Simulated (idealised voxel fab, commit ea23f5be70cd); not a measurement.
Process module, titled voxel released beams
Displayed cross-section: cut, width of 300 nm, square cells sized 5 nm.
The cross-sections in this document take the form of a grid made of square cells. They are written out as bands, in order from top to bottom. Each band consists of one or more rows of cells.
Within each band entry, the heights of the top and of the bottom of the band appear first, in that order and in nm; the materials of the band then follow from left to right, each with its corresponding width in nm. The designation "all across" on a single material indicates that it fills the band from edge to edge; the designation "air" indicates empty space.
Heights from 0 (as-received wafer is one material below). Bottom band endless downward, as "z 0 and below".
Graded width ("30 to 40"): value in top row of band = first number; value in bottom row = second number; row-to-row change constant.
Step marked "changes: none"? Then no cell in the cross-section changed in it.
Empty spaces counting at least 8 cells and having no open way to the top are listed in "Entrapped void list". The notation width x height at distance is used for each, the distance being from the left edge and all three values in nm.
Text after the settings on a step's line: the simulator's own remark on that step.
Among the settings permitted on a step's line is "overlay nm"; applied to a step with a mask, it specifies the extent to which the mask lay to the right of its planned position, whereas a negative figure signifies a position to the left.
Process steps foreseen in the plan
1: RECEIVE, material Si
2: CONFORMAL_DEP, material SiN, thk nm 10
3: DIRECTIONAL_DEP, material SiO2, thk nm 20
4: MASKED_ETCH, tone open, mask id ANCHOR, width nm 40, etch materials SiO2, depth nm 20, overlay nm 0
5: CONFORMAL_DEP, material W, thk nm 15
6: DIRECTIONAL_DEP, material aC, thk nm 15
7: PATTERN, tone cover, mask id BEAM, material resist, width nm 100, thk nm 30, overlay nm 0
8: DIRECTIONAL_ETCH, etch materials aC, depth nm 15
9: STRIP, etch materials resist
10: DIRECTIONAL_ETCH, etch materials W, depth nm 15
11: STRIP, etch materials aC
12: STRIP, etch materials SiO2
Cross-section of the wafer as it came to us, i.e., already through step 1
* z 0 and below  Si all across
* Entrapped void list: none
first wafer at the end, as planned
* z 45 to 30  95 of air, 20 of W, 10 of air, 70 of W, 105 of air
* z 30 to 25  100 of air, 15 of W, 10 of air, 15 of W, 160 of air
* z 25 to 10  100 of air, 40 of W, 160 of air
* z 10 to 0  SiN all across
* z 0 and below  Si all across
* Entrapped void list: none
Wafer two (of two), end-of-module cross-section: start = wafer one, plan = wafer one, one run mistake
* z 35 to 20  95 of air, 20 of W, 10 of air, 70 of W, 105 of air
* z 20 to 15  100 of air, 15 of W, 10 of air, 15 of W, 160 of air
* z 15 to 0  100 of air, 40 of W, 160 of air
* z 0 and below  Si all across
* Entrapped void list: none
Which mistake was made when the wafer was run? plan step 2 never ran because it was skipped
Final difference in cells, second wafer against first, listed per material as more or fewer: SiN -120
